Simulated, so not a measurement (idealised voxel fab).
process module | voxel plated lines
cross-section cut | 185 nm wide | cells 5 nm
A cross-section is a grid of square cells, given in bands from the top down. A band is one or more rows of cells.
Each band's line starts with the height of the band's top and of its bottom, in nm. Then come its materials from left to right, each with its width in nm. One material with "throughout" fills the band from edge to edge. "air" is empty space.
Height 0 is the level under which the wafer as received is all one material. The lowest band goes on downwards, as in "0 down".
A width such as "30 to 40" changes by the same amount from each row of cells to the next, from the band's top row to its bottom row.
"no change" after a step means that no cell of the cross-section changed.
closed voids: empty space of 8 cells or more with no open way to the top, each as width x height at its distance from the left edge, in nm
after a step's settings: what the simulator itself notes on the step
overlay nm, on a step with a mask: how far to the right of its planned place the mask lay; to the left if negative
plan
1 op RECEIVE | material Si
2 op CONFORMAL_DEP | material Al2O3 | thk nm 15
3 op DIRECTIONAL_DEP | material TiN | thk nm 5
4 op PATTERN | tone open | mask id LINES | material resist | width nm 25 | pitch nm 55 | thk nm 30 | overlay nm 0
5 op EPI | material Ru | thk nm 5
6 op EPI | material Ru | thk nm 10
7 op STRIP | etch materials resist
8 op DIRECTIONAL_ETCH | etch materials TiN | depth nm 5
9 op CONFORMAL_DEP | material SiN | thk nm 10
as received, after step 1
  0 down: Si throughout
  closed voids: none
a wafer at the end: this start, this plan, one mistake
  45 to 35: air 30 | SiN 45 | air 10 | SiN 45 | air 55
  35 to 25: air 30 | SiN 10 | Ru 25 | SiN 10 | air 10 | SiN 10 | Ru 25 | SiN 10 | air 55
  25 to 20: SiN 40 | Ru 25 | SiN 30 | Ru 25 | SiN 65
  20 to 15: SiN 40 | TiN 25 | SiN 30 | TiN 25 | SiN 65
  15 to 0: Al2O3 throughout
  0 down: Si throughout
  closed voids: none
what went wrong: step 4 ran as: op PATTERN | tone open | mask id LINES | material resist | width nm 25 | pitch nm 55 | thk nm 30 | overlay nm -10
